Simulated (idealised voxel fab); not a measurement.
process module | voxel capacitor over wiring
cross-section cut | 200 nm wide | cells 5 nm
A cross-section is a grid of square cells, given in bands from the top down. A band is one or more rows of cells.
Each band's line starts with the height of the band's top and of its bottom, in nm. Then come its materials from left to right, each with its width in nm. One material with "throughout" fills the band from edge to edge. "air" is empty space.
Height 0 is the level under which the wafer as received is all one material. The lowest band goes on downwards, as in "0 down".
A width such as "30 to 40" changes by the same amount from each row of cells to the next, from the band's top row to its bottom row.
"no change" after a step means that no cell of the cross-section changed.
closed voids: empty space of 8 cells or more with no open way to the top, each as width x height at its distance from the left edge, in nm
after a step's settings: what the simulator itself notes on the step
overlay nm, on a step with a mask: how far to the right of its planned place the mask lay; to the left if negative
plan
1 op RECEIVE | material Si
2 op CONFORMAL_DEP | material SiO2 | thk nm 15
3 op DIRECTIONAL_DEP | material TiN | thk nm 5
4 op DIRECTIONAL_DEP | material Ru | thk nm 15
5 op PATTERN | tone cover | mask id METAL_1 | material resist | width nm 25 | pitch nm 85 | thk nm 15 | overlay nm 0
6 op DIRECTIONAL_ETCH | etch materials Ru | depth nm 15
7 op DIRECTIONAL_ETCH | etch materials TiN | depth nm 5
8 op STRIP | etch materials resist
9 op FILL_DEP | material lowk | thk nm 5
10 op CMP | height nm 35
11 op CONFORMAL_DEP | material SiCN | thk nm 5
12 op DIRECTIONAL_DEP | material SiO2 | thk nm 10
13 op MASKED_ETCH | tone open | mask id PLUG_1 | width nm 15 | etch materials SiO2 | depth nm 10 | overlay nm 0
14 op MASKED_ETCH | tone open | mask id PLUG_1 | width nm 15 | etch materials SiCN | depth nm 5 | overlay nm 0
15 op CONFORMAL_DEP | material TiN | thk nm 5
16 op FILL_DEP | material W | thk nm 5
17 op CMP | height nm 50
18 op DIRECTIONAL_DEP | material TiN | thk nm 10
19 op DIRECTIONAL_DEP | material HfO2 | thk nm 5
20 op DIRECTIONAL_DEP | material TiN | thk nm 5
21 op DIRECTIONAL_DEP | material aC | thk nm 5
22 op PATTERN | tone cover | mask id UPPER_PLATE | material resist | width nm 65 | thk nm 30 | overlay nm 0
23 op DIRECTIONAL_ETCH | etch materials aC | depth nm 10
24 op STRIP | etch materials resist
25 op DIRECTIONAL_ETCH | etch materials TiN | depth nm 5
26 op DIRECTIONAL_ETCH | etch materials HfO2 | depth nm 5
27 op STRIP | etch materials aC
28 op MASKED_ETCH | tone cover | mask id LOWER_PLATE | width nm 75 | etch materials TiN | depth nm 10 | overlay nm 0
29 op FILL_DEP | material SiO2 | thk nm 20
30 op CMP | height nm 85
31 op MASKED_ETCH | tone open | mask id PLUG_2 | width nm 15 | etch materials SiO2 | depth nm 15 | overlay nm 0
32 op CONFORMAL_DEP | material TiN | thk nm 5
33 op FILL_DEP | material Cu | thk nm 5
34 op CMP | height nm 85
35 op CONFORMAL_DEP | material SiN | thk nm 5
varied across the wafers: thk nm of step 21. The plan shows the first wafer's value. All wafers start alike
first wafer as received, after step 1
  0 down: Si throughout
  closed voids: none
first wafer at the end, after step 35
  90 to 85: SiN throughout
  85 to 75: SiO2 65 | TiN 5 | Cu 5 | TiN 5 | SiO2 120
  75 to 65: SiO2 65 to 55 | TiN 15 to 65 | SiO2 120 to 80
  65 to 60: SiO2 55 | HfO2 65 | SiO2 80
  60 to 50: SiO2 50 | TiN 75 | SiO2 75
  50 to 40: SiO2 55 | TiN 5 | W 5 | TiN 5 | SiO2 130
  40 to 35: SiCN 55 | TiN 15 | SiCN 130
  35 to 20: lowk 45 | Ru 25 | lowk 60 | Ru 25 | lowk 45
  20 to 15: lowk 45 | TiN 25 | lowk 60 | TiN 25 | lowk 45
  15 to 0: SiO2 throughout
  0 down: Si throughout
  closed voids: none
last wafer at the end
  90 to 85: SiN throughout
  85 to 75: SiO2 65 | TiN 5 | Cu 5 | TiN 5 | SiO2 120
  75 to 65: SiO2 65 to 50 | TiN 15 to 75 | SiO2 120 to 75
  65 to 60: HfO2 throughout
  60 to 50: TiN throughout
  50 to 40: SiO2 55 | TiN 5 | W 5 | TiN 5 | SiO2 130
  40 to 35: SiCN 55 | TiN 15 | SiCN 130
  35 to 20: lowk 45 | Ru 25 | lowk 60 | Ru 25 | lowk 45
  20 to 15: lowk 45 | TiN 25 | lowk 60 | TiN 25 | lowk 45
  15 to 0: SiO2 throughout
  0 down: Si throughout
  closed voids: none
each wafer at the end: cells of each material gained (+) or lost (-) since it was received, then its closed voids
thk nm 5 | +2 Cu | +13 HfO2 | +30 Ru | +37 SiCN | +40 SiN | +409 SiO2 | +67 TiN | +2 W | +120 lowk | closed voids: none
thk nm 10 | +2 Cu | +13 HfO2 | +30 Ru | +37 SiCN | +40 SiN | +409 SiO2 | +67 TiN | +2 W | +120 lowk | closed voids: none
thk nm 15 | +2 Cu | +40 HfO2 | +30 Ru | +37 SiCN | +40 SiN | +330 SiO2 | +119 TiN | +2 W | +120 lowk | closed voids: none
thk nm 20 | +2 Cu | +40 HfO2 | +30 Ru | +37 SiCN | +40 SiN | +330 SiO2 | +119 TiN | +2 W | +120 lowk | closed voids: none
thk nm 25 | +2 Cu | +40 HfO2 | +30 Ru | +37 SiCN | +40 SiN | +330 SiO2 | +119 TiN | +2 W | +120 lowk | closed voids: none
